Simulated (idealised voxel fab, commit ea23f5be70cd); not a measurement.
Herein follows the process module entitled voxel wiring stack.
Each square cell in cross-section cut measures 5 nm, and the section as a whole is 300 nm wide.
If you're reading a cross-section in this doc, picture square cells in a grid; it comes to you as bands, top ones listed first down to the bottom, and a band can be one or more rows of cells. Read a band's entry like this: the first values are the height of its top and the height of its bottom in nm, and what follows is the sequence of materials from left to right, each with its width in nm. Note that "blank" is empty space, and that a single material marked "edge to edge" reaches across the band from edge to edge. The level at which height equals 0 is the one under which the wafer, as it arrives, is entirely one material. No lower edge exists for the bottom band, which continues downward and is notated as in "0 -> down". With a width like "30..40", each row of cells in the band differs from the next by the same amount, the top row carrying the first number and the bottom row the second. Reading "remained the same" for a step: not a cell of the cross-section changed in it. "Closed internal cavities": empty spaces of 8 cells or more with no open way to the top, each given as width x height at distance, distance from the left edge, all in nm. Whatever follows a step's settings on its line is a remark the simulator itself makes about that step. overlay nm: right-of-plan distance of the mask on a masked step; negative values mean left-of-plan.
-- This section lists the process steps that were planned
1. RECEIVE: material Si
2. CONFORMAL_DEP: material SiO2, thk nm 15
3. CONFORMAL_DEP: material SiN, thk nm 5
4. DIRECTIONAL_DEP: material lowk, thk nm 25
5. DIRECTIONAL_DEP: material aC, thk nm 10
6. PATTERN: tone open, mask id METAL_1, material resist, width nm 30, pitch nm 55, thk nm 30, overlay nm 0
7. DIRECTIONAL_ETCH: etch materials aC, depth nm 10
8. STRIP: etch materials resist
9. DIRECTIONAL_ETCH: etch materials lowk, depth nm 25
10. DIRECTIONAL_ETCH: etch materials SiN, depth nm 5
11. STRIP: etch materials aC
12. CONFORMAL_DEP: material TiN, thk nm 5
13. FILL_DEP: material Cu, thk nm 5
14. CMP: height nm 45
15. CONFORMAL_DEP: material SiCN, thk nm 5
16. DIRECTIONAL_DEP: material lowk, thk nm 15
17. MASKED_ETCH: tone open, mask id PLUG_1, width nm 15, pitch nm 55, etch materials lowk, depth nm 15, overlay nm 0
18. MASKED_ETCH: tone open, mask id PLUG_1, width nm 15, pitch nm 55, etch materials SiCN, depth nm 5, overlay nm 0
19. EPI: material Ru, thk nm 10
20. EPI: material Ru, thk nm 10
21. DIRECTIONAL_DEP: material TiN, thk nm 5
22. DIRECTIONAL_DEP: material Ru, thk nm 15
23. DIRECTIONAL_DEP: material aC, thk nm 15
24. PATTERN: tone cover, mask id METAL_2, material resist, width nm 30, pitch nm 55, thk nm 35, overlay nm 0
25. DIRECTIONAL_ETCH: etch materials aC, depth nm 15
26. STRIP: etch materials resist
27. DIRECTIONAL_ETCH: etch materials Ru, depth nm 15
28. DIRECTIONAL_ETCH: etch materials TiN, depth nm 5
29. STRIP: etch materials aC
30. CONFORMAL_DEP: material SiCN, thk nm 5
31. FILL_DEP: material SiO2, thk nm 5
32. CMP: height nm 85
33. CONFORMAL_DEP: material SiCN, thk nm 5
34. DIRECTIONAL_DEP: material SiO2, thk nm 20
35. PATTERN: tone open, mask id PLUG_2, material resist, width nm 15, pitch nm 55, thk nm 15, overlay nm 0
36. DIRECTIONAL_ETCH: etch materials SiO2, depth nm 20
37. DIRECTIONAL_ETCH: etch materials SiCN, depth nm 5
38. STRIP: etch materials resist
39. CONFORMAL_DEP: material TiN, thk nm 5
40. FILL_DEP: material Ru, thk nm 10
41. CMP: height nm 110
42. CONFORMAL_DEP: material SiCN, thk nm 5
43. DIRECTIONAL_DEP: material lowk, thk nm 20
44. PATTERN: tone open, mask id METAL_3, material resist, width nm 30, pitch nm 55, thk nm 15, overlay nm 0
45. DIRECTIONAL_ETCH: etch materials lowk, depth nm 20
46. DIRECTIONAL_ETCH: etch materials SiCN, depth nm 5
47. STRIP: etch materials resist
48. CONFORMAL_DEP: material TiN, thk nm 5
49. FILL_DEP: material Ru, thk nm 5
50. CMP: height nm 135
51. CONFORMAL_DEP: material SiCN, thk nm 5
52. DIRECTIONAL_DEP: material SiO2, thk nm 20
53. DIRECTIONAL_DEP: material aC, thk nm 10
54. PATTERN: tone open, mask id PLUG_3, material resist, width nm 15, pitch nm 55, thk nm 25, overlay nm 0
55. DIRECTIONAL_ETCH: etch materials aC, depth nm 10
56. STRIP: etch materials resist
57. DIRECTIONAL_ETCH: etch materials SiO2, depth nm 20
58. DIRECTIONAL_ETCH: etch materials SiCN, depth nm 5
59. STRIP: etch materials aC
60. CONFORMAL_DEP: material TiN, thk nm 5
61. FILL_DEP: material W, thk nm 5
62. CMP: height nm 160
63. CONFORMAL_DEP: material SiCN, thk nm 5
64. DIRECTIONAL_DEP: material SiO2, thk nm 15
65. MASKED_ETCH: tone open, mask id METAL_4, width nm 30, pitch nm 55, etch materials SiO2, depth nm 15, overlay nm 0
66. MASKED_ETCH: tone open, mask id METAL_4, width nm 30, pitch nm 55, etch materials SiCN, depth nm 5, overlay nm 0
67. CONFORMAL_DEP: material TiN, thk nm 5
68. FILL_DEP: material Ru, thk nm 5
69. CMP: height nm 180
70. EPI: material Ru, thk nm 5
71. FILL_DEP: material SiCN, thk nm 5
-- Cross-section of the wafer as it came to us, i.e., already through step 1
  0 -> down | Si edge to edge
  Closed internal cavities: none
-- As-planned run: cross-section of the first of two wafers at end of module
  190 -> 185 | SiCN edge to edge
  185 -> 180 | 75 SiCN  40 Ru  15 SiCN  40 Ru  15 SiCN  40 Ru  75 SiCN
  180 -> 165 | 80 SiO2  5 TiN  20 Ru  5 TiN  25 SiO2  5 TiN  20 Ru  5 TiN  25 SiO2  5 TiN  20 Ru  5 TiN  80 SiO2
  165 -> 160 | 80 SiCN  30 TiN  25 SiCN  30 TiN  25 SiCN  30 TiN  80 SiCN
  160 -> 140 | 80 SiO2  5 TiN  5 W  5 TiN  40 SiO2  5 TiN  5 W  5 TiN  40 SiO2  5 TiN  5 W  5 TiN  95 SiO2
  140 -> 135 | 80 SiCN  15 TiN  40 SiCN  15 TiN  40 SiCN  15 TiN  95 SiCN
  135 -> 115 | 80 lowk  5 TiN  20 Ru  5 TiN  25 lowk  5 TiN  20 Ru  5 TiN  25 lowk  5 TiN  20 Ru  5 TiN  80 lowk
  115 -> 110 | 80 SiCN  30 TiN  25 SiCN  30 TiN  25 SiCN  30 TiN  80 SiCN
  110 -> 90 | 80 SiO2  5 TiN  5 Ru  5 TiN  40 SiO2  5 TiN  5 Ru  5 TiN  40 SiO2  5 TiN  5 Ru  5 TiN  95 SiO2
  90 -> 85 | 80 SiCN  15 TiN  40 SiCN  15 TiN  40 SiCN  15 TiN  95 SiCN
  85 -> 70 | 75 SiO2  5 SiCN  30 Ru  5 SiCN  15 SiO2  5 SiCN  30 Ru  5 SiCN  15 SiO2  5 SiCN  30 Ru  5 SiCN  75 SiO2
  70 -> 65 | 80 SiCN  30 TiN  25 SiCN  30 TiN  25 SiCN  30 TiN  80 SiCN
  65 -> 50 | 80 lowk  15 Ru  40 lowk  15 Ru  40 lowk  15 Ru  95 lowk
  50 -> 45 | 80 SiCN  15 Ru  40 SiCN  15 Ru  40 SiCN  15 Ru  95 SiCN
  45 -> 20 | 80 lowk  5 TiN  20 Cu  5 TiN  25 lowk  5 TiN  20 Cu  5 TiN  25 lowk  5 TiN  20 Cu  5 TiN  80 lowk
  20 -> 15 | 80 SiN  30 TiN  25 SiN  30 TiN  25 SiN  30 TiN  80 SiN
  15 -> 0 | SiO2 edge to edge
  0 -> down | Si edge to edge
  Closed internal cavities: none
-- Second of two wafers, module complete, sectioned: it shares the first wafer's start and plan but was run with one mistake
  190 -> 185 | SiCN edge to edge
  185 -> 180 | 75 SiCN  40 Ru  15 SiCN  40 Ru  15 SiCN  40 Ru  75 SiCN
  180 -> 165 | 80 SiO2  5 TiN  20 Ru  5 TiN  25 SiO2  5 TiN  20 Ru  5 TiN  25 SiO2  5 TiN  20 Ru  5 TiN  80 SiO2
  165 -> 155 | 80 SiCN  30..15 TiN  25..40 SiCN  30..15 TiN  25..40 SiCN  30..15 TiN  80..95 SiCN
  155 -> 135 | SiO2 edge to edge
  135 -> 115 | 80 lowk  5 TiN  20 Ru  5 TiN  25 lowk  5 TiN  20 Ru  5 TiN  25 lowk  5 TiN  20 Ru  5 TiN  80 lowk
  115 -> 110 | 80 SiCN  30 TiN  25 SiCN  30 TiN  25 SiCN  30 TiN  80 SiCN
  110 -> 90 | 80 SiO2  5 TiN  5 Ru  5 TiN  40 SiO2  5 TiN  5 Ru  5 TiN  40 SiO2  5 TiN  5 Ru  5 TiN  95 SiO2
  90 -> 85 | 80 SiCN  15 TiN  40 SiCN  15 TiN  40 SiCN  15 TiN  95 SiCN
  85 -> 70 | 75 SiO2  5 SiCN  30 Ru  5 SiCN  15 SiO2  5 SiCN  30 Ru  5 SiCN  15 SiO2  5 SiCN  30 Ru  5 SiCN  75 SiO2
  70 -> 65 | 80 SiCN  30 TiN  25 SiCN  30 TiN  25 SiCN  30 TiN  80 SiCN
  65 -> 50 | 80 lowk  15 Ru  40 lowk  15 Ru  40 lowk  15 Ru  95 lowk
  50 -> 45 | 80 SiCN  15 Ru  40 SiCN  15 Ru  40 SiCN  15 Ru  95 SiCN
  45 -> 20 | 80 lowk  5 TiN  20 Cu  5 TiN  25 lowk  5 TiN  20 Cu  5 TiN  25 lowk  5 TiN  20 Cu  5 TiN  80 lowk
  20 -> 15 | 80 SiN  30 TiN  25 SiN  30 TiN  25 SiN  30 TiN  80 SiN
  15 -> 0 | SiO2 edge to edge
  0 -> down | Si edge to edge
  Closed internal cavities: none
Here's what went sideways: note: step 51 <-> step 52, run order reversed vs plan
Count the cells at the end and the second wafer has more or fewer of some materials than the first: +36 SiO2, -24 TiN, -12 W
